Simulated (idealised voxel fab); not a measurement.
The following process module bears the name voxel ribs on slabs.
We display cut, a cross-section 175 nm in width whose square cells are each 5 nm.
Just so we're on the same page, the cross-sections are grids of square cells, and they're listed out in bands top to bottom, each band one or more rows deep. Each band's line starts with the height of the band's top and of its bottom, in nm. Then come its materials from left to right, each with its width in nm. One material with "everywhere" fills the band from edge to edge. "air" is empty space. Height is counted from the level 0, under which the received wafer is composed throughout of one material. The lowest of the bands is not closed at the bottom but continues downward, in the notation "0 and below". Per-row width for "30 to 40": begins at first number (top row of band), ends at second number (bottom row), increment between rows held constant. The designation "changes: none", where it is given for a processing step, indicates that no cell of the cross-section was altered in the course of that step. Voids not open to the top, 8 cells minimum: see "Closed empty spaces". Written width x height at distance; distance is from the left edge; nm. Note: text after step settings on the step line = simulator remark on that step. What "overlay nm" on a step's line means: if the step has a mask, that mask lay this far to the right of its planned place, or, when the value is negative, to the left.
# Set out below are the planned steps of the process
step 1: RECEIVE [material Si]
step 2: DIRECTIONAL_DEP [material SiO2] [thk nm 30]
step 3: DIRECTIONAL_DEP [material SiN] [thk nm 20]
step 4: MASKED_ETCH [tone cover] [mask id RIB] [width nm 25] [etch materials SiN] [depth nm 5] [overlay nm 0]
step 5: PATTERN [tone cover] [mask id SLAB] [material resist] [width nm 85] [thk nm 15] [overlay nm 0]
step 6: DIRECTIONAL_ETCH [etch materials SiN] [depth nm 15]
step 7: STRIP [etch materials resist]
step 8: FILL_DEP [material SiO2] [thk nm 20]
step 9: CMP [height nm 60]
step 10: DIRECTIONAL_DEP [material W] [thk nm 5]
step 11: DIRECTIONAL_DEP [material aC] [thk nm 10]
step 12: PATTERN [tone cover] [mask id HEATER] [material resist] [width nm 35] [thk nm 30] [overlay nm 0]
step 13: DIRECTIONAL_ETCH [etch materials aC] [depth nm 10]
step 14: STRIP [etch materials resist]
step 15: DIRECTIONAL_ETCH [etch materials W] [depth nm 5]
step 16: STRIP [etch materials aC]
step 17: CONFORMAL_DEP [material SiN] [thk nm 5]
# Cross-section of the wafer upon arrival, representing the state reached after step 1
	0 and below: Si everywhere
	Closed empty spaces: none
# Cross-section: first of two wafers, module finished, run according to plan
	70 down to 65: air: 65, then SiN: 45, then air: 65
	65 down to 60: SiN: 70, then W: 35, then SiN: 70
	60 down to 50: SiO2 everywhere
	50 down to 45: SiO2: 75, then SiN: 25, then SiO2: 75
	45 down to 30: SiO2: 45, then SiN: 85, then SiO2: 45
	30 down to 0: SiO2 everywhere
	0 and below: Si everywhere
	Closed empty spaces: none
# Cross-sectional view: second of two wafers, end of module; start and plan identical to the first, one mistake in running
	70 down to 65: SiN everywhere
	65 down to 50: SiO2 everywhere
	50 down to 45: SiO2: 75, then SiN: 25, then SiO2: 75
	45 down to 30: SiO2: 45, then SiN: 85, then SiO2: 45
	30 down to 0: SiO2 everywhere
	0 and below: Si everywhere
	Closed empty spaces: none
Processing error: step 10 did not use the planned setting and instead ran as DIRECTIONAL_DEP [material SiO2] [thk nm 5]
Final comparison by cell count, materials where the second wafer has more or fewer than the first: SiN: 2 fewer | SiO2: 35 more | W: 7 fewer
